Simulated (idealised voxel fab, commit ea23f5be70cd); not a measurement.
process module | voxel gate over fins
cross-section cut | 180 nm wide | cells 5 nm
A cross-section is a grid of square cells, given in bands from the top down. A band is one or more rows of cells.
Each band's line starts with the height of the band's top and of its bottom, in nm. Then come its materials from left to right, each with its width in nm. One material with "throughout" fills the band from edge to edge. "air" is empty space.
Height 0 is the level under which the wafer as received is all one material. The lowest band goes on downwards, as in "0 down".
A width such as "30 to 40" changes by the same amount from each row of cells to the next, from the band's top row to its bottom row.
"no change" after a step means that no cell of the cross-section changed.
closed voids: empty space of 8 cells or more with no open way to the top, each as width x height at its distance from the left edge, in nm
after a step's settings: what the simulator itself notes on the step
overlay nm, on a step with a mask: how far to the right of its planned place the mask lay; to the left if negative
plan
1 op RECEIVE | material Si
2 op CONFORMAL_DEP | material SiN | thk nm 5
3 op PATTERN | tone cover | mask id FINS | material resist | width nm 15 | pitch nm 35 | thk nm 15 | overlay nm 0
4 op DIRECTIONAL_ETCH | etch materials SiN | depth nm 5
5 op DIRECTIONAL_ETCH | etch materials Si | depth nm 35
6 op STRIP | etch materials resist
7 op FILL_DEP | material SiO2 | thk nm 5
8 op CMP | height nm 5
9 op SELECTIVE_ETCH | etch materials SiO2 | depth nm 15
10 op STRIP | etch materials SiN
11 op CONFORMAL_DEP | material HfO2 | thk nm 5
12 op CONFORMAL_DEP | material TiN | thk nm 5
13 op FILL_DEP | material W | thk nm 10
14 op CMP | height nm 15
15 op CONFORMAL_DEP | material SiN | thk nm 5
first wafer, as planned
as received, after step 1
  0 down: Si throughout
  closed voids: none
after step 2
  5 to 0: SiN throughout
  below 0: unchanged
after step 3
  20 to 5: air 45 | resist 15 | air 20 | resist 15 | air 20 | resist 15 | air 50
  below 5: unchanged
after step 4
  20 to 5: air 45 | resist 15 | air 20 | resist 15 | air 20 | resist 15 | air 50
  5 to 0: air 45 | SiN 15 | air 20 | SiN 15 | air 20 | SiN 15 | air 50
  below 0: unchanged
after step 5
  20 to 5: air 45 | resist 15 | air 20 | resist 15 | air 20 | resist 15 | air 50
  5 to 0: air 45 | SiN 15 | air 20 | SiN 15 | air 20 | SiN 15 | air 50
  0 to -35: air 45 | Si 15 | air 20 | Si 15 | air 20 | Si 15 | air 50
  below -35: unchanged
after step 6
  5 to 0: air 45 | SiN 15 | air 20 | SiN 15 | air 20 | SiN 15 | air 50
  below 0: unchanged
after step 7
  10 to 5: SiO2 throughout
  5 to 0: SiO2 45 | SiN 15 | SiO2 20 | SiN 15 | SiO2 20 | SiN 15 | SiO2 50
  0 to -35: SiO2 45 | Si 15 | SiO2 20 | Si 15 | SiO2 20 | Si 15 | SiO2 50
  below -35: unchanged
after step 8
  5 to 0: SiO2 45 | SiN 15 | SiO2 20 | SiN 15 | SiO2 20 | SiN 15 | SiO2 50
  below 0: unchanged
after step 9
  5 to 0: air 45 | SiN 15 | air 20 | SiN 15 | air 20 | SiN 15 | air 50
  0 to -10: air 45 | Si 15 | air 20 | Si 15 | air 20 | Si 15 | air 50
  below -10: unchanged
after step 10
  0 to -10: air 45 | Si 15 | air 20 | Si 15 | air 20 | Si 15 | air 50
  below -10: unchanged
after step 11
  5 to 0: air 40 | HfO2 25 | air 10 | HfO2 25 | air 10 | HfO2 25 | air 45
  0 to -5: air 40 | HfO2 5 | Si 15 | HfO2 5 | air 10 | HfO2 5 | Si 15 | HfO2 5 | air 10 | HfO2 5 | Si 15 | HfO2 5 | air 45
  -5 to -10: HfO2 45 | Si 15 | HfO2 20 | Si 15 | HfO2 20 | Si 15 | HfO2 50
  below -10: unchanged
after step 12
  10 to 5: air 35 | TiN 105 | air 40
  5 to 0: air 35 | TiN 5 | HfO2 25 | TiN 10 | HfO2 25 | TiN 10 | HfO2 25 | TiN 5 | air 40
  0 to -5: TiN 40 | HfO2 5 | Si 15 | HfO2 5 | TiN 10 | HfO2 5 | Si 15 | HfO2 5 | TiN 10 | HfO2 5 | Si 15 | HfO2 5 | TiN 45
  below -5: unchanged
after step 13
  20 to 10: W throughout
  10 to 5: W 35 | TiN 105 | W 40
  5 to 0: W 35 | TiN 5 | HfO2 25 | TiN 10 | HfO2 25 | TiN 10 | HfO2 25 | TiN 5 | W 40
  below 0: unchanged
after step 14
  15 to 10: W throughout
  below 10: unchanged
after step 15
  20 to 15: SiN throughout
  below 15: unchanged
second wafer: like start, like plan, one mistake. Through step 8 it matches the first wafer
when step 9 should have ended
  5 to 0: air 45 | SiN 15 | air 20 | SiN 15 | air 20 | SiN 15 | air 50
  0 to -20: air 45 | Si 15 | air 20 | Si 15 | air 20 | Si 15 | air 50
  below -20: unchanged
when step 10 should have ended
  0 to -20: air 45 | Si 15 | air 20 | Si 15 | air 20 | Si 15 | air 50
  below -20: unchanged
when step 11 should have ended
  5 to 0: air 40 | HfO2 25 | air 10 | HfO2 25 | air 10 | HfO2 25 | air 45
  0 to -15: air 40 | HfO2 5 | Si 15 | HfO2 5 | air 10 | HfO2 5 | Si 15 | HfO2 5 | air 10 | HfO2 5 | Si 15 | HfO2 5 | air 45
  -15 to -20: HfO2 45 | Si 15 | HfO2 20 | Si 15 | HfO2 20 | Si 15 | HfO2 50
  below -20: unchanged
when step 12 should have ended
  10 to 5: air 35 | TiN 105 | air 40
  5 to 0: air 35 | TiN 5 | HfO2 25 | TiN 10 | HfO2 25 | TiN 10 | HfO2 25 | TiN 5 | air 40
  0 to -10: air 35 | TiN 5 | HfO2 5 | Si 15 | HfO2 5 | TiN 10 | HfO2 5 | Si 15 | HfO2 5 | TiN 10 | HfO2 5 | Si 15 | HfO2 5 | TiN 5 | air 40
  -10 to -15: TiN 40 | HfO2 5 | Si 15 | HfO2 5 | TiN 10 | HfO2 5 | Si 15 | HfO2 5 | TiN 10 | HfO2 5 | Si 15 | HfO2 5 | TiN 45
  below -15: unchanged
when step 13 should have ended
  20 to 10: W throughout
  10 to 5: W 35 | TiN 105 | W 40
  5 to 0: W 35 | TiN 5 | HfO2 25 | TiN 10 | HfO2 25 | TiN 10 | HfO2 25 | TiN 5 | W 40
  0 to -10: W 35 | TiN 5 | HfO2 5 | Si 15 | HfO2 5 | TiN 10 | HfO2 5 | Si 15 | HfO2 5 | TiN 10 | HfO2 5 | Si 15 | HfO2 5 | TiN 5 | W 40
  below -10: unchanged
when step 14 should have ended
  15 to 10: W throughout
  below 10: unchanged
when step 15 should have ended
  20 to 15: SiN throughout
  below 15: unchanged
what went wrong: step 9 ran as: op SELECTIVE_ETCH | etch materials SiO2 | depth nm 25
at the end the second wafer has, in cells: 12 more of HfO2 | 54 fewer of SiO2 | 12 more of TiN | 30 more of W
